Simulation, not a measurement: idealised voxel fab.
Herein follows the process module entitled voxel lift off.
In the cross-section labelled cut, the width is 195 nm and each square cell is 5 nm.
In this document a cross-section is written as a grid of square cells. It is given as a series of bands, listed from the top down, and a band is one or more rows of cells. This entry defines a band. It first specifies the height of the band's top and the height of its bottom in nm, and then specifies the band's materials from left to right, stating each material with its width in nm. The word "full width" identifies a single material that fills the band from edge to edge, while the word "air" identifies empty space. We count height from 0. Below that, the starting wafer is all one material. The lowest band never ends at the bottom but goes on down; see "0 and below" for how that is written. Top row gets the first number, bottom row gets the second, and each row in between changes by the same step: that is how a band width like "30->40" works. "stayed the same" means the step left every cell of the cross-section as it was. You'll see "Unvented internal voids" listing empty spaces that have no way open to the top, as long as they're 8 cells or more; the notation is width x height at distance, where the distance is from the left edge, and all of it is in nm. Text after the settings on a step's line: the simulator's own remark on that step. "overlay nm", when on a step's line for a step with a mask, measures how far to the right of its planned place the mask lay; a negative measure means to the left.

[Planned process steps]
- 1: RECEIVE,material Si
- 2: CONFORMAL_DEP,material SiO2,thk nm 5
- 3: PATTERN,tone open,mask id LINES,material resist,width nm 30,pitch nm 55,thk nm 15,overlay nm 0
- 4: DIRECTIONAL_DEP,material Ru,thk nm 5
- 5: STRIP,etch materials resist
- 6: CONFORMAL_DEP,material SiO2,thk nm 10

[As-received state of the wafer in cross-section, equivalent to post-step 1]
> 0 and below = Si full width
> Unvented internal voids: none

[Post-module cross-section: identical start and plan to those above, one misstep in execution]
> 20 down to 15 = air: 55, then SiO2: 50, then air: 5, then SiO2: 50, then air: 35
> 15 down to 10 = SiO2 full width
> 10 down to 5 = SiO2: 65, then Ru: 30, then SiO2: 25, then Ru: 30, then SiO2: 45
> 5 down to 0 = SiO2 full width
> 0 and below = Si full width
> Unvented internal voids: none
What went wrong in running the wafer? note that step 3 departed from the planned setting and was carried out as PATTERN,tone open,mask id LINES,material resist,width nm 30,pitch nm 55,thk nm 15,overlay nm 10
